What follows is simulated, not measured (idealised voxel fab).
process module | voxel released beams
cross-section cut | 210 nm wide | cells 5 nm
A cross-section is a grid of square cells, given in bands from the top down. A band is one or more rows of cells.
Each band's line starts with the height of the band's top and of its bottom, in nm. Then come its materials from left to right, each with its width in nm. One material with "throughout" fills the band from edge to edge. "air" is empty space.
Height 0 is the level under which the wafer as received is all one material. The lowest band goes on downwards, as in "0 down".
A width such as "30 to 40" changes by the same amount from each row of cells to the next, from the band's top row to its bottom row.
"no change" after a step means that no cell of the cross-section changed.
closed voids: empty space of 8 cells or more with no open way to the top, each as width x height at its distance from the left edge, in nm
after a step's settings: what the simulator itself notes on the step
overlay nm, on a step with a mask: how far to the right of its planned place the mask lay; to the left if negative
Each pair below shows a cross-section before one step and the cross-section after it, down to the lowest band that changed. The line under each pair gives the step between them, with its settings. The pairs can come from different runs of this module on the same starting wafer, so a pair continues from the pair above only where its "before" says so.
before
  0 down: Si throughout
  closed voids: none
after
  5 to 0: Al2O3 throughout
  below 0: unchanged
  closed voids: none
the step between: op CONFORMAL_DEP | material Al2O3 | thk nm 5
before: the cross-section after the pair above
after
  20 to 5: SiO2 throughout
  below 5: unchanged
  closed voids: none
the step between: op DIRECTIONAL_DEP | material SiO2 | thk nm 15
before: the cross-section after the pair above
after
  35 to 20: aC throughout
  below 20: unchanged
  closed voids: none
the step between: op DIRECTIONAL_DEP | material aC | thk nm 15
before: the cross-section after the pair above
after
  65 to 35: resist 60 | air 30 | resist 120
  below 35: unchanged
  closed voids: none
the step between: op PATTERN | tone open | mask id ANCHOR | material resist | width nm 30 | thk nm 30 | overlay nm 0
before: the cross-section after the pair above
after
  50 to 35: resist 60 | air 30 | resist 120
  35 to 20: aC 60 | air 30 | aC 120
  below 20: unchanged
  closed voids: none
the step between: op DIRECTIONAL_ETCH | etch materials aC | depth nm 15
before: the cross-section after the pair above
after
  35 to 20: aC 60 | air 30 | aC 120
  below 20: unchanged
  closed voids: none
the step between: op STRIP | etch materials resist
before: the cross-section after the pair above
after
  35 to 20: aC 60 | air 30 | aC 120
  20 to 5: SiO2 60 | air 30 | SiO2 120
  below 5: unchanged
  closed voids: none
the step between: op DIRECTIONAL_ETCH | etch materials SiO2 | depth nm 15
before: the cross-section after the pair above
after
  20 to 5: SiO2 60 | air 30 | SiO2 120
  below 5: unchanged
  closed voids: none
the step between: op STRIP | etch materials aC
before: the cross-section after the pair above
after
  30 to 20: SiN 70 | air 10 | SiN 130
  20 to 15: SiO2 60 | SiN 10 | air 10 | SiN 10 | SiO2 120
  15 to 5: SiO2 60 | SiN 30 | SiO2 120
  below 5: unchanged
  closed voids: none
the step between: op CONFORMAL_DEP | material SiN | thk nm 10
before: the cross-section after the pair above
after
  30 to 20: air 55 | SiN 15 | air 10 | SiN 65 | air 65
  below 20: unchanged
  closed voids: none
the step between: op MASKED_ETCH | tone cover | mask id BEAM | width nm 90 | etch materials SiN | depth nm 10 | overlay nm 0
before: the cross-section after the pair above
after
  30 to 20: air 55 | SiN 15 | air 10 | SiN 65 | air 65
  20 to 15: air 60 | SiN 10 | air 10 | SiN 10 | air 120
  15 to 5: air 60 | SiN 30 | air 120
  below 5: unchanged
  closed voids: none
the step between: op STRIP | etch materials SiO2
before
  0 down: Si throughout
  closed voids: none
after
  15 to 0: SiO2 throughout
  below 0: unchanged
  closed voids: none
the step between: op DIRECTIONAL_DEP | material SiO2 | thk nm 15
before: the cross-section after the pair above
after
  30 to 15: aC throughout
  below 15: unchanged
  closed voids: none
the step between: op DIRECTIONAL_DEP | material aC | thk nm 15
before: the cross-section after the pair above
after
  60 to 30: resist 60 | air 30 | resist 120
  below 30: unchanged
  closed voids: none
the step between: op PATTERN | tone open | mask id ANCHOR | material resist | width nm 30 | thk nm 30 | overlay nm 0
before: the cross-section after the pair above
after
  45 to 30: resist 60 | air 30 | resist 120
  30 to 15: aC 60 | air 30 | aC 120
  below 15: unchanged
  closed voids: none
the step between: op DIRECTIONAL_ETCH | etch materials aC | depth nm 15
before: the cross-section after the pair above
after
  30 to 15: aC 60 | air 30 | aC 120
  below 15: unchanged
  closed voids: none
the step between: op STRIP | etch materials resist
before: the cross-section after the pair above
after
  30 to 15: aC 60 | air 30 | aC 120
  15 to 0: SiO2 60 | air 30 | SiO2 120
  below 0: unchanged
  closed voids: none
the step between: op DIRECTIONAL_ETCH | etch materials SiO2 | depth nm 15
before: the cross-section after the pair above
after
  15 to 0: SiO2 60 | air 30 | SiO2 120
  below 0: unchanged
  closed voids: none
the step between: op STRIP | etch materials aC
before: the cross-section after the pair above
after
  25 to 15: SiN 70 | air 10 | SiN 130
  15 to 10: SiO2 60 | SiN 10 | air 10 | SiN 10 | SiO2 120
  10 to 0: SiO2 60 | SiN 30 | SiO2 120
  below 0: unchanged
  closed voids: none
the step between: op CONFORMAL_DEP | material SiN | thk nm 10
before: the cross-section after the pair above
after
  25 to 15: air 55 | SiN 15 | air 10 | SiN 65 | air 65
  below 15: unchanged
  closed voids: none
the step between: op MASKED_ETCH | tone cover | mask id BEAM | width nm 90 | etch materials SiN | depth nm 10 | overlay nm 0
before: the cross-section after the pair above
after
  25 to 15: air 55 | SiN 15 | air 10 | SiN 65 | air 65
  15 to 10: air 60 | SiN 10 | air 10 | SiN 10 | air 120
  10 to 0: air 60 | SiN 30 | air 120
  below 0: unchanged
  closed voids: none
the step between: op STRIP | etch materials SiO2
before
  15 to 0: SiO2 throughout
  0 down: Si throughout
  closed voids: none
after
  20 to 15: Al2O3 throughout
  below 15: unchanged
  closed voids: none
the step between: op CONFORMAL_DEP | material Al2O3 | thk nm 5
before: the cross-section after the pair above
after
  35 to 20: aC throughout
  below 20: unchanged
  closed voids: none
the step between: op DIRECTIONAL_DEP | material aC | thk nm 15
before: the cross-section after the pair above
after
  65 to 35: resist 60 | air 30 | resist 120
  below 35: unchanged
  closed voids: none
the step between: op PATTERN | tone open | mask id ANCHOR | material resist | width nm 30 | thk nm 30 | overlay nm 0
before: the cross-section after the pair above
after
  50 to 35: resist 60 | air 30 | resist 120
  35 to 20: aC 60 | air 30 | aC 120
  below 20: unchanged
  closed voids: none
the step between: op DIRECTIONAL_ETCH | etch materials aC | depth nm 15
before: the cross-section after the pair above
after
  35 to 20: aC 60 | air 30 | aC 120
  below 20: unchanged
  closed voids: none
the step between: op STRIP | etch materials resist
before: the cross-section after the pair above
after
  20 to 15: Al2O3 throughout
  below 15: unchanged
  closed voids: none
the step between: op STRIP | etch materials aC
before: the cross-section after the pair above
after
  30 to 20: SiN throughout
  below 20: unchanged
  closed voids: none
the step between: op CONFORMAL_DEP | material SiN | thk nm 10
before: the cross-section after the pair above
after
  30 to 20: air 55 | SiN 90 | air 65
  below 20: unchanged
  closed voids: none
the step between: op MASKED_ETCH | tone cover | mask id BEAM | width nm 90 | etch materials SiN | depth nm 10 | overlay nm 0
before
  0 down: Si throughout
  closed voids: none
after
  15 to 0: Al2O3 throughout
  below 0: unchanged
  closed voids: none
the step between: op CONFORMAL_DEP | material Al2O3 | thk nm 15
before: the cross-section after the pair above
after
  30 to 15: SiO2 throughout
  below 15: unchanged
  closed voids: none
the step between: op DIRECTIONAL_DEP | material SiO2 | thk nm 15
before: the cross-section after the pair above
after
  45 to 30: aC throughout
  below 30: unchanged
  closed voids: none
the step between: op DIRECTIONAL_DEP | material aC | thk nm 15
before: the cross-section after the pair above
after
  75 to 45: resist 60 | air 30 | resist 120
  below 45: unchanged
  closed voids: none
the step between: op PATTERN | tone open | mask id ANCHOR | material resist | width nm 30 | thk nm 30 | overlay nm 0
before: the cross-section after the pair above
after
  60 to 45: resist 60 | air 30 | resist 120
  45 to 30: aC 60 | air 30 | aC 120
  below 30: unchanged
  closed voids: none
the step between: op DIRECTIONAL_ETCH | etch materials aC | depth nm 15
before: the cross-section after the pair above
after
  45 to 30: aC 60 | air 30 | aC 120
  below 30: unchanged
  closed voids: none
the step between: op STRIP | etch materials resist
before: the cross-section after the pair above
after
  45 to 30: aC 60 | air 30 | aC 120
  30 to 15: SiO2 60 | air 30 | SiO2 120
  below 15: unchanged
  closed voids: none
the step between: op DIRECTIONAL_ETCH | etch materials SiO2 | depth nm 15
before: the cross-section after the pair above
after
  30 to 15: SiO2 60 | air 30 | SiO2 120
  below 15: unchanged
  closed voids: none
the step between: op STRIP | etch materials aC
before: the cross-section after the pair above
after
  40 to 30: SiN 70 | air 10 | SiN 130
  30 to 25: SiO2 60 | SiN 10 | air 10 | SiN 10 | SiO2 120
  25 to 15: SiO2 60 | SiN 30 | SiO2 120
  below 15: unchanged
  closed voids: none
the step between: op CONFORMAL_DEP | material SiN | thk nm 10
before: the cross-section after the pair above
after
  40 to 30: air 55 | SiN 15 | air 10 | SiN 65 | air 65
  below 30: unchanged
  closed voids: none
the step between: op MASKED_ETCH | tone cover | mask id BEAM | width nm 90 | etch materials SiN | depth nm 10 | overlay nm 0
before: the cross-section after the pair above
after
  40 to 30: air 55 | SiN 15 | air 10 | SiN 65 | air 65
  30 to 25: air 60 | SiN 10 | air 10 | SiN 10 | air 120
  25 to 15: air 60 | SiN 30 | air 120
  below 15: unchanged
  closed voids: none
the step between: op STRIP | etch materials SiO2
before
  35 to 20: aC throughout
  20 to 5: SiO2 throughout
  5 to 0: Al2O3 throughout
  0 down: Si throughout
  closed voids: none
after
  65 to 35: resist 65 | air 20 | resist 125
  below 35: unchanged
  closed voids: none
the step between: op PATTERN | tone open | mask id ANCHOR | material resist | width nm 20 | thk nm 30 | overlay nm 0
before: the cross-section after the pair above
after
  50 to 35: resist 65 | air 20 | resist 125
  35 to 20: aC 65 | air 20 | aC 125
  below 20: unchanged
  closed voids: none
the step between: op DIRECTIONAL_ETCH | etch materials aC | depth nm 15
before: the cross-section after the pair above
after
  35 to 20: aC 65 | air 20 | aC 125
  below 20: unchanged
  closed voids: none
the step between: op STRIP | etch materials resist
before: the cross-section after the pair above
after
  35 to 20: aC 65 | air 20 | aC 125
  20 to 5: SiO2 65 | air 20 | SiO2 125
  below 5: unchanged
  closed voids: none
the step between: op DIRECTIONAL_ETCH | etch materials SiO2 | depth nm 15
before: the cross-section after the pair above
after
  20 to 5: SiO2 65 | air 20 | SiO2 125
  below 5: unchanged
  closed voids: none
the step between: op STRIP | etch materials aC
before: the cross-section after the pair above
after
  30 to 20: SiN throughout
  20 to 5: SiO2 65 | SiN 20 | SiO2 125
  below 5: unchanged
  closed voids: none
the step between: op CONFORMAL_DEP | material SiN | thk nm 10
before: the cross-section after the pair above
after
  30 to 20: air 55 | SiN 90 | air 65
  below 20: unchanged
  closed voids: none
the step between: op MASKED_ETCH | tone cover | mask id BEAM | width nm 90 | etch materials SiN | depth nm 10 | overlay nm 0
before: the cross-section after the pair above
after
  30 to 20: air 55 | SiN 90 | air 65
  20 to 5: air 65 | SiN 20 | air 125
  below 5: unchanged
  closed voids: none
the step between: op STRIP | etch materials SiO2
before
  30 to 20: SiN 70 | air 10 | SiN 130
  20 to 15: SiO2 60 | SiN 10 | air 10 | SiN 10 | SiO2 120
  15 to 5: SiO2 60 | SiN 30 | SiO2 120
  5 to 0: Al2O3 throughout
  0 down: Si throughout
  closed voids: none
after
  30 to 20: air 50 | SiN 20 | air 10 | SiN 60 | air 70
  below 20: unchanged
  closed voids: none
the step between: op MASKED_ETCH | tone cover | mask id BEAM | width nm 90 | etch materials SiN | depth nm 10 | overlay nm -5
before: the cross-section after the pair above
after
  30 to 20: air 50 | SiN 20 | air 10 | SiN 60 | air 70
  20 to 15: air 60 | SiN 10 | air 10 | SiN 10 | air 120
  15 to 5: air 60 | SiN 30 | air 120
  below 5: unchanged
  closed voids: none
the step between: op STRIP | etch materials SiO2
before
  20 to 5: SiO2 throughout
  5 to 0: Al2O3 throughout
  0 down: Si throughout
  closed voids: none
after
  35 to 20: SiN throughout
  below 20: unchanged
  closed voids: none
the step between: op DIRECTIONAL_DEP | material SiN | thk nm 15
before: the cross-section after the pair above
after
  65 to 35: resist 60 | air 30 | resist 120
  below 35: unchanged
  closed voids: none
the step between: op PATTERN | tone open | mask id ANCHOR | material resist | width nm 30 | thk nm 30 | overlay nm 0
before: the cross-section after the pair above
after
  50 to 35: resist 60 | air 30 | resist 120
  below 35: unchanged
  closed voids: none
the step between: op DIRECTIONAL_ETCH | etch materials aC | depth nm 15
before: the cross-section after the pair above
after
  35 to 20: SiN throughout
  below 20: unchanged
  closed voids: none
the step between: op STRIP | etch materials resist
before: the cross-section after the pair above
after
  45 to 20: SiN throughout
  below 20: unchanged
  closed voids: none
the step between: op CONFORMAL_DEP | material SiN | thk nm 10
before: the cross-section after the pair above
after
  45 to 35: air 55 | SiN 90 | air 65
  below 35: unchanged
  closed voids: none
the step between: op MASKED_ETCH | tone cover | mask id BEAM | width nm 90 | etch materials SiN | depth nm 10 | overlay nm 0
before
  30 to 20: SiN 70 | air 10 | SiN 130
  20 to 15: SiO2 60 | SiN 10 | air 10 | SiN 10 | SiO2 120
  15 to 5: SiO2 60 | SiN 30 | SiO2 120
  5 to 0: Al2O3 throughout
  0 down: Si throughout
  closed voids: none
after
  30 to 20: SiN 55 | air 90 | SiN 65
  20 to 5: SiO2 60 | SiN 10 | air 10 | SiN 10 | SiO2 120
  below 5: unchanged
  closed voids: none
the step between: op MASKED_ETCH | tone open | mask id BEAM | width nm 90 | etch materials SiN | depth nm 10 | overlay nm 0
before: the cross-section after the pair above
after
  20 to 5: air 60 | SiN 10 | air 10 | SiN 10 | air 120
  below 5: unchanged
  closed voids: none
the step between: op STRIP | etch materials SiO2
